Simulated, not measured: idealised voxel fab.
voxel tone inversion: a process module
The figure presents cross-section cut, which has a width of 290 nm and is divided into square cells with an edge length of 5 nm.
We lay out every cross-section as a grid of square cells and spell it out in bands from the top down, where one band means one or more rows of cells.
Basically the band line says how high the top is and how high the bottom is, in nm, and then what's in it from left to right, every material with its width in nm. Empty space shows up as "empty", and if a single material carries "all across" it runs the full band edge to edge.
The level at which height equals 0 is the one under which the wafer, as it arrives, is entirely one material. No lower edge exists for the bottom band, which continues downward and is notated as in "top 0, no bottom".
Width "30 to 40": first value at the band's top row of cells, second value at its bottom row, equal change from row to row.
"no alterations made" means the step left every cell of the cross-section as it was.
In "Sealed void list" the enclosed voids are listed, meaning empty spaces of 8 cells or larger without any opening to the top. The form is width x height at distance, distance from the left edge, units nm.
The remark found on a step's line after its settings is issued by the simulator itself and pertains to that step.
The optional step-line setting "overlay nm" applies to steps with a mask and quantifies how far to the right of its planned location the mask lay, a negative value indicating leftward placement.

Plan
- 1: RECEIVE [material Si]
- 2: CONFORMAL_DEP [material SiCN] [thk nm 10]
- 3: DIRECTIONAL_DEP [material polySi] [thk nm 15]
- 4: PATTERN [tone cover] [mask id POSTS] [material resist] [width nm 15] [pitch nm 45] [thk nm 25] [overlay nm 0]
- 5: DIRECTIONAL_ETCH [etch materials polySi] [depth nm 15]
- 6: STRIP [etch materials resist]
- 7: FILL_DEP [material lowk] [thk nm 5]
- 8: CMP [height nm 25]
- 9: STRIP [etch materials polySi]
Wafers differ in width nm at step 4; plan lists the first wafer's value; identical starting state.

The first of several wafers in cross-section, exactly as it reached us after step 1
  top 0, no bottom = Si all across
  Sealed void list: none

First of several wafers, sectioned at end of module (last step: step 9)
  top 25, bottom 10 = 70 of lowk / 15 of empty / 30 of lowk / 15 of empty / 30 of lowk / 15 of empty / 30 of lowk / 15 of empty / 70 of lowk
  top 10, bottom 0 = SiCN all across
  top 0, no bottom = Si all across
  Sealed void list: none

Here's the last wafer cross-sectioned at the end of the module
  top 25, bottom 10 = 65 of lowk / 30 of empty / 15 of lowk / 30 of empty / 15 of lowk / 30 of empty / 15 of lowk / 30 of empty / 60 of lowk
  top 10, bottom 0 = SiCN all across
  top 0, no bottom = Si all across
  Sealed void list: none

For your reference, the table is organized with a row per wafer; each row reflects the wafer at the end of the module, indicating for each material the cells gained (+) or lost (-) since receipt, and thereafter its closed voids
width nm 15 | +116 SiCN | +138 lowk | Sealed void list: none
width nm 20 | +116 SiCN | +126 lowk | Sealed void list: none
width nm 25 | +116 SiCN | +114 lowk | Sealed void list: none
width nm 30 | +116 SiCN | +102 lowk | Sealed void list: none
